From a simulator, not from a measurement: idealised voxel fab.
Process module name: voxel self aligned vias
This is section cut - it's 255 nm across, gridded in 5 nm square cells.
In this document a cross-section is written as a grid of square cells. It is given as a series of bands, listed from the top down, and a band is one or more rows of cells. It is stipulated that each band's entry specify, in nanometres, the height of the top of the band and then that of its bottom, followed by the materials of the band in left-to-right sequence, each together with its width in nanometres. A single material marked by the word "everywhere" is understood to fill the band from edge to edge; the word "air" is understood to denote empty space. Height reference: 0 = level under which incoming wafer is all one material. Lowest band: no bottom, runs on downward, e.g. "z 0 and below". A width given as "30..40" starts at the first number in the band's top row and ends at the second number in its bottom row, shifting by an equal amount at every step from row to row. A step reported as "no alterations made" is a step in which no cell of the cross-section changed. Enclosed voids (no open way to top), threshold 8 cells or more, entry "Closed void entries", notation width x height at distance, distance from left edge, nm. If you see something after the settings on a step's line, that's the simulator's own remark about that step. overlay nm: how far to the right of its planned place the mask lay on this masked step (negative: to the left).

These are the steps we planned for the process
1: RECEIVE (material Si)
2: CONFORMAL_DEP (material SiO2; thk nm 15)
3: CONFORMAL_DEP (material SiCN; thk nm 5)
4: DIRECTIONAL_DEP (material SiO2; thk nm 30)
5: MASKED_ETCH (tone open; mask id LINES; width nm 25; pitch nm 65; etch materials SiO2; depth nm 30; overlay nm 0)
6: CONFORMAL_DEP (material TiN; thk nm 5)
7: FILL_DEP (material W; thk nm 5)
8: CMP (height nm 50)
9: SELECTIVE_ETCH (etch materials W Ru TiN; depth nm 5)
10: FILL_DEP (material SiN; thk nm 10)
11: CMP (height nm 50)
12: DIRECTIONAL_DEP (material SiO2; thk nm 20)
13: MASKED_ETCH (tone open; mask id VIAS; width nm 45; pitch nm 65; etch materials SiO2; depth nm 20; overlay nm 0)
14: MASKED_ETCH (tone open; mask id VIAS; width nm 45; pitch nm 65; etch materials SiN; depth nm 5; overlay nm 0)
15: CONFORMAL_DEP (material TiN; thk nm 5)
16: FILL_DEP (material Cu; thk nm 5)
17: CMP (height nm 70)
18: CONFORMAL_DEP (material SiCN; thk nm 5)

This is the cross-section of the wafer as we received it, i.e. after step 1
- z 0 and below = Si everywhere
- Closed void entries: none

Starting structure and process plan are as shown above, but one mistake was made in running the module; the wafer cross-section at the end of the module follows
- z 75 to 70 = SiCN everywhere
- z 70 to 65 = Cu everywhere
- z 65 to 60 = TiN (45); Cu (35); TiN (30); Cu (35); TiN (30); Cu (35); TiN (45)
- z 60 to 45 = SiO2 (40); TiN (5); Cu (35); TiN (5); SiO2 (20); TiN (5); Cu (35); TiN (5); SiO2 (20); TiN (5); Cu (35); TiN (5); SiO2 (40)
- z 45 to 40 = SiO2 (40); TiN (45); SiO2 (20); TiN (45); SiO2 (20); TiN (45); SiO2 (40)
- z 40 to 25 = SiO2 (50); TiN (5); W (15); TiN (5); SiO2 (40); TiN (5); W (15); TiN (5); SiO2 (40); TiN (5); W (15); TiN (5); SiO2 (50)
- z 25 to 20 = SiO2 (50); TiN (25); SiO2 (40); TiN (25); SiO2 (40); TiN (25); SiO2 (50)
- z 20 to 15 = SiCN everywhere
- z 15 to 0 = SiO2 everywhere
- z 0 and below = Si everywhere
- Closed void entries: none
Short version of what went wrong: step 11 was not run as planned; what actually ran was CMP (height nm 40)
